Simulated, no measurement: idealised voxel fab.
The following process module bears the name voxel fin reveal.
Square cells of 5 nm make up the cross-section cut, whose width is 220 nm.
If you're reading a cross-section in this doc, picture square cells in a grid; it comes to you as bands, top ones listed first down to the bottom, and a band can be one or more rows of cells.
Per band: top height and bottom height in nm, followed by the left-to-right materials and their widths in nm; "full width" marks a single material spanning edge to edge, "blank" marks empty space.
Height 0 is the level under which the wafer as received is all one material. The lowest band goes on downwards, as in "0 nm and below".
So if you see something like "30..40" for the width, read it as the top row of the band sitting at the first number and the bottom row at the second, with every row in between moving by the same amount as the last.
It should be understood that the words "no change", when stated for a given step, signify that the cross-section underwent no change in any of its cells during that step.
Any empty space of 8 cells or more lacking an open way to the top shows up in "Enclosed void listing" as width x height at distance, distance from the left edge, in nm.
Text after the settings on a step's line: the simulator's own remark on that step.
What "overlay nm" on a step's line means: if the step has a mask, that mask lay this far to the right of its planned place, or, when the value is negative, to the left.

Steps planned for the process:
- 1: RECEIVE, material Si
- 2: CONFORMAL_DEP, material SiN, thk nm 10
- 3: MASKED_ETCH, tone cover, mask id FINS, width nm 15, pitch nm 40, etch materials SiN, depth nm 10, overlay nm 0
- 4: MASKED_ETCH, tone cover, mask id FINS, width nm 15, pitch nm 40, etch materials Si, depth nm 40, overlay nm 0
- 5: OXIDIZE, depth nm 5
- 6: FILL_DEP, material SiO2, thk nm 5
- 7: CMP, height nm 10
- 8: SELECTIVE_ETCH, etch materials SiO2, depth nm 40
- 9: STRIP, etch materials SiN

Cross-section: wafer on arrival = after step 1:
  0 nm and below: Si full width
  Enclosed void listing: none

Cross-section, end of module. Start: as above. Plan: as above. Execution: one mistake:
  0 nm to -5 nm: Si=35, then blank=25, then Si=15, then blank=25, then Si=15, then blank=25, then Si=15, then blank=25, then Si=40
  -5 nm and below: Si full width
  Enclosed void listing: none
What broke from the plan during processing? off-plan run, step 3, actual operation and settings MASKED_ETCH, tone open, mask id FINS, width nm 15, pitch nm 40, etch materials SiN, depth nm 10, overlay nm 0
